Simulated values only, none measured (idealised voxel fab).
The name of this process module is voxel lift off.
Shown is cross-section cut, with a width of 270 nm and square cells of size 5 nm.
Cross-sections here: square-cell grids, written as top-down lists of bands, a band being one or more rows of cells.
Each band's line starts with the height of the band's top and of its bottom, in nm. Then come its materials from left to right, each with its width in nm. One material with "everywhere" fills the band from edge to edge. "air" is empty space.
Height datum 0, below which the as-received substrate wafer is one material. Lowest band open at the bottom, running downward: "top 0, no bottom".
When a width is written as two numbers, as in "30..40", the first number is the width in the top row of cells of the band and the second is the width in its bottom row, and the width changes by the same amount from each row to the next.
Key: "no change occurred" - step with no changed cell in the cross-section.
Heads up: "Unvented internal voids" only lists the empty pockets with no open path to the top that are 8 cells or more, and it writes them as width x height at distance, distance from the left edge, in nm.
Whatever follows a step's settings on its line is a remark the simulator itself makes about that step.
overlay nm: for a step with a mask, the amount by which the mask lay right of where it was planned; a negative amount means left of it.
LISTED BELOW ARE THE PROCESS STEPS AS PLANNED
| 1 | RECEIVE: material Si |
| 2 | CONFORMAL_DEP: material SiO2, thk nm 5 |
| 3 | PATTERN: tone open, mask id LINES, material resist, width nm 25, pitch nm 50, thk nm 30, overlay nm 0 |
| 4 | DIRECTIONAL_DEP: material Ru, thk nm 15 |
| 5 | STRIP: etch materials resist |
| 6 | CONFORMAL_DEP: material SiO2, thk nm 10 |
WAFER AT RECEIPT (POST STEP 1), CROSS-SECTION
    top 0, no bottom = Si everywhere
    Unvented internal voids: none
FIRST OF TWO WAFERS, END-OF-MODULE SECTION, RUN FOLLOWED PLAN
    top 30, bottom 20 = air 35 / SiO2 45 / air 5 / SiO2 45 / air 5 / SiO2 45 / air 5 / SiO2 45 / air 40
    top 20, bottom 15 = air 35 / SiO2 10 / Ru 25 / SiO2 10 / air 5 / SiO2 10 / Ru 25 / SiO2 10 / air 5 / SiO2 10 / Ru 25 / SiO2 10 / air 5 / SiO2 10 / Ru 25 / SiO2 10 / air 40
    top 15, bottom 5 = SiO2 45 / Ru 25 / SiO2 25 / Ru 25 / SiO2 25 / Ru 25 / SiO2 25 / Ru 25 / SiO2 50
    top 5, bottom 0 = SiO2 everywhere
    top 0, no bottom = Si everywhere
    Unvented internal voids: none
CROSS-SECTION, SECOND WAFER: SAME START AS THE FIRST, SAME PLAN AS THE FIRST, ONE MISTAKE IN RUNNING IT; TAKEN AT THE END OF THE MODULE
    top 30, bottom 20 = SiO2 55 / air 5 / SiO2 45 / air 5 / SiO2 45 / air 5 / SiO2 45 / air 5 / SiO2 60
    top 20, bottom 15 = Ru 45 / SiO2 10 / air 5 / SiO2 10 / Ru 25 / SiO2 10 / air 5 / SiO2 10 / Ru 25 / SiO2 10 / air 5 / SiO2 10 / Ru 25 / SiO2 10 / air 5 / SiO2 10 / Ru 50
    top 15, bottom 5 = Ru 45 / SiO2 25 / Ru 25 / SiO2 25 / Ru 25 / SiO2 25 / Ru 25 / SiO2 25 / Ru 50
    top 5, bottom 0 = SiO2 everywhere
    top 0, no bottom = Si everywhere
    Unvented internal voids: none
Run error: step 3 was not run as planned; what actually ran was PATTERN: tone cover, mask id LINES, material resist, width nm 25, pitch nm 50, thk nm 30, overlay nm 0
End of process, cell counts, second wafer against first, materials with more or fewer: 42 more of Ru
